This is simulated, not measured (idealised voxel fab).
The following process module bears the name voxel self aligned contacts.
Each square cell in cross-section cut measures 5 nm, and the section as a whole is 300 nm wide.
In this document a cross-section is written as a grid of square cells. It is given as a series of bands, listed from the top down, and a band is one or more rows of cells. This entry defines a band. It first specifies the height of the band's top and the height of its bottom in nm, and then specifies the band's materials from left to right, stating each material with its width in nm. The word "everywhere" identifies a single material that fills the band from edge to edge, while the word "empty" identifies empty space. Zero point of the height axis is 0; under it, received wafer = one material. Lowest band: continues down indefinitely, "0 down". It should be noted that a width expressed as "30..40" varies in equal increments from row to row of cells within the band, taking the value of the first number at the top row and that of the second number at the bottom row. "nothing different" -> step changed no cross-section cell. Closed void list: empty space of 8 cells or more with no open way to the top, each as width x height at its distance from the left edge, in nm. Whatever follows a step's settings on its line is a remark the simulator itself makes about that step. Steps that use a mask can have "overlay nm" on their line. It says how far the mask sat to the right of where it was meant to be. Negative means to the left.
[The process steps that were planned are listed below]
1: op RECEIVE | material Si
2: op CONFORMAL_DEP | material SiO2 | thk nm 5
3: op DIRECTIONAL_DEP | material polySi | thk nm 20
4: op DIRECTIONAL_DEP | material SiN | thk nm 25
5: op MASKED_ETCH | tone cover | mask id GATE | width nm 30 | pitch nm 75 | etch materials SiN | depth nm 25 | overlay nm 0
6: op MASKED_ETCH | tone cover | mask id GATE | width nm 30 | pitch nm 75 | etch materials polySi | depth nm 20 | overlay nm 0
7: op CONFORMAL_DEP | material SiN | thk nm 10
8: op DIRECTIONAL_ETCH | etch materials SiN | depth nm 10
9: op FILL_DEP | material SiO2 | thk nm 15
10: op CMP | height nm 60
11: op DIRECTIONAL_DEP | material aC | thk nm 15
12: op PATTERN | tone open | mask id CONTACT | material resist | width nm 55 | thk nm 30 | overlay nm 0
13: op DIRECTIONAL_ETCH | etch materials aC | depth nm 15
14: op STRIP | etch materials resist
15: op DIRECTIONAL_ETCH | etch materials SiO2 | depth nm 60
16: op STRIP | etch materials aC
17: op CONFORMAL_DEP | material TiN | thk nm 5
18: op FILL_DEP | material W | thk nm 10
19: op CMP | height nm 60
20: op CONFORMAL_DEP | material SiN | thk nm 5
[Concerning the first of two wafers, which was run in accordance with the plan]
[Wafer as received: cross-section following step 1]
0 down  Si everywhere
Closed void list: none
[After step 2, in cross-section]
5 to 0  SiO2 everywhere
Lower than 0, everything is as it was.
[After step 3, in cross-section]
25 to 5  polySi everywhere
Lower than 5, everything is as it was.
[After step 4, in cross-section]
50 to 25  SiN everywhere
Lower than 25, everything is as it was.
[After step 5, in cross-section]
50 to 25  95 of empty | 30 of SiN | 45 of empty | 30 of SiN | 100 of empty
Lower than 25, everything is as it was.
[After step 6, in cross-section]
50 to 25  95 of empty | 30 of SiN | 45 of empty | 30 of SiN | 100 of empty
25 to 5  95 of empty | 30 of polySi | 45 of empty | 30 of polySi | 100 of empty
Lower than 5, everything is as it was.
[After step 7, in cross-section]
60 to 25  85 of empty | 50 of SiN | 25 of empty | 50 of SiN | 90 of empty
25 to 15  85 of empty | 10 of SiN | 30 of polySi | 10 of SiN | 25 of empty | 10 of SiN | 30 of polySi | 10 of SiN | 90 of empty
15 to 5  95 of SiN | 30 of polySi | 45 of SiN | 30 of polySi | 100 of SiN
Lower than 5, everything is as it was.
[After step 8, in cross-section]
50 to 25  85 of empty | 50 of SiN | 25 of empty | 50 of SiN | 90 of empty
25 to 5  85 of empty | 10 of SiN | 30 of polySi | 10 of SiN | 25 of empty | 10 of SiN | 30 of polySi | 10 of SiN | 90 of empty
Lower than 5, everything is as it was.
[After step 9, in cross-section]
65 to 50  SiO2 everywhere
50 to 25  85 of SiO2 | 50 of SiN | 25 of SiO2 | 50 of SiN | 90 of SiO2
25 to 5  85 of SiO2 | 10 of SiN | 30 of polySi | 10 of SiN | 25 of SiO2 | 10 of SiN | 30 of polySi | 10 of SiN | 90 of SiO2
Lower than 5, everything is as it was.
[After step 10, in cross-section]
60 to 50  SiO2 everywhere
Lower than 50, everything is as it was.
[After step 11, in cross-section]
75 to 60  aC everywhere
Lower than 60, everything is as it was.
[After step 12, in cross-section]
105 to 75  120 of resist | 55 of empty | 125 of resist
Lower than 75, everything is as it was.
[After step 13, in cross-section]
90 to 75  120 of resist | 55 of empty | 125 of resist
75 to 60  120 of aC | 55 of empty | 125 of aC
Lower than 60, everything is as it was.
[After step 14, in cross-section]
75 to 60  120 of aC | 55 of empty | 125 of aC
Lower than 60, everything is as it was.
[After step 15, in cross-section]
75 to 60  120 of aC | 55 of empty | 125 of aC
60 to 50  120 of SiO2 | 55 of empty | 125 of SiO2
50 to 25  85 of SiO2 | 50 of SiN | 25 of empty | 50 of SiN | 90 of SiO2
25 to 5  85 of SiO2 | 10 of SiN | 30 of polySi | 10 of SiN | 25 of empty | 10 of SiN | 30 of polySi | 10 of SiN | 90 of SiO2
5 to 0  135 of SiO2 | 25 of empty | 140 of SiO2
Lower than 0, everything is as it was.
[After step 16, in cross-section]
60 to 50  120 of SiO2 | 55 of empty | 125 of SiO2
Lower than 50, everything is as it was.
[After step 17, in cross-section]
65 to 60  125 of TiN | 45 of empty | 130 of TiN
60 to 50  120 of SiO2 | 5..20 of TiN | 45..15 of empty | 5..20 of TiN | 125 of SiO2
50 to 25  85 of SiO2 | 50 of SiN | 5 of TiN | 15 of empty | 5 of TiN | 50 of SiN | 90 of SiO2
25 to 5  85 of SiO2 | 10 of SiN | 30 of polySi | 10 of SiN | 5 of TiN | 15 of empty | 5 of TiN | 10 of SiN | 30 of polySi | 10 of SiN | 90 of SiO2
5 to 0  135 of SiO2 | 25 of TiN | 140 of SiO2
Lower than 0, everything is as it was.
[After step 18, in cross-section]
75 to 65  W everywhere
65 to 60  125 of TiN | 45 of W | 130 of TiN
60 to 50  120 of SiO2 | 5..20 of TiN | 45..15 of W | 5..20 of TiN | 125 of SiO2
50 to 25  85 of SiO2 | 50 of SiN | 5 of TiN | 15 of W | 5 of TiN | 50 of SiN | 90 of SiO2
25 to 5  85 of SiO2 | 10 of SiN | 30 of polySi | 10 of SiN | 5 of TiN | 15 of W | 5 of TiN | 10 of SiN | 30 of polySi | 10 of SiN | 90 of SiO2
Lower than 5, everything is as it was.
[After step 19, in cross-section]
60 to 50  120 of SiO2 | 5..20 of TiN | 45..15 of W | 5..20 of TiN | 125 of SiO2
Lower than 50, everything is as it was.
[After step 20, in cross-section]
65 to 60  SiN everywhere
Lower than 60, everything is as it was.
[The second wafer was prepared from the same starting point and under the same plan as the first; its processing contained one mistake, and it remains indistinguishable from the first wafer up to and including step 11]
[Second wafer, section view, time point: scheduled end of step 12]
105 to 75  125 of resist | 45 of empty | 130 of resist
Lower than 75, everything is as it was.
[Second wafer, section view, time point: scheduled end of step 13]
90 to 75  125 of resist | 45 of empty | 130 of resist
75 to 60  125 of aC | 45 of empty | 130 of aC
Lower than 60, everything is as it was.
[Second wafer, section view, time point: scheduled end of step 14]
75 to 60  125 of aC | 45 of empty | 130 of aC
Lower than 60, everything is as it was.
[Second wafer, section view, time point: scheduled end of step 15]
75 to 60  125 of aC | 45 of empty | 130 of aC
60 to 50  125 of SiO2 | 45 of empty | 130 of SiO2
50 to 25  85 of SiO2 | 50 of SiN | 25 of empty | 50 of SiN | 90 of SiO2
25 to 5  85 of SiO2 | 10 of SiN | 30 of polySi | 10 of SiN | 25 of empty | 10 of SiN | 30 of polySi | 10 of SiN | 90 of SiO2
5 to 0  135 of SiO2 | 25 of empty | 140 of SiO2
Lower than 0, everything is as it was.
[Second wafer, section view, time point: scheduled end of step 16]
60 to 50  125 of SiO2 | 45 of empty | 130 of SiO2
Lower than 50, everything is as it was.
[Second wafer, section view, time point: scheduled end of step 17]
65 to 60  130 of TiN | 35 of empty | 135 of TiN
60 to 50  125 of SiO2 | 5..15 of TiN | 35..15 of empty | 5..15 of TiN | 130 of SiO2
50 to 25  85 of SiO2 | 50 of SiN | 5 of TiN | 15 of empty | 5 of TiN | 50 of SiN | 90 of SiO2
25 to 5  85 of SiO2 | 10 of SiN | 30 of polySi | 10 of SiN | 5 of TiN | 15 of empty | 5 of TiN | 10 of SiN | 30 of polySi | 10 of SiN | 90 of SiO2
5 to 0  135 of SiO2 | 25 of TiN | 140 of SiO2
Lower than 0, everything is as it was.
[Second wafer, section view, time point: scheduled end of step 18]
75 to 65  W everywhere
65 to 60  130 of TiN | 35 of W | 135 of TiN
60 to 50  125 of SiO2 | 5..15 of TiN | 35..15 of W | 5..15 of TiN | 130 of SiO2
50 to 25  85 of SiO2 | 50 of SiN | 5 of TiN | 15 of W | 5 of TiN | 50 of SiN | 90 of SiO2
25 to 5  85 of SiO2 | 10 of SiN | 30 of polySi | 10 of SiN | 5 of TiN | 15 of W | 5 of TiN | 10 of SiN | 30 of polySi | 10 of SiN | 90 of SiO2
Lower than 5, everything is as it was.
[Second wafer, section view, time point: scheduled end of step 19]
60 to 50  125 of SiO2 | 5..15 of TiN | 35..15 of W | 5..15 of TiN | 130 of SiO2
Lower than 50, everything is as it was.
[Second wafer, section view, time point: scheduled end of step 20]
65 to 60  SiN everywhere
Lower than 60, everything is as it was.
In executing the process, a mistake was made relative to the plan: step 12 went in with a setting other than planned; the actual run was op PATTERN | tone open | mask id CONTACT | material resist | width nm 45 | thk nm 30 | overlay nm 0
The second wafer ends with more or fewer cells of some materials than the first, per final count: SiO2 +4 | TiN -2 | W -2
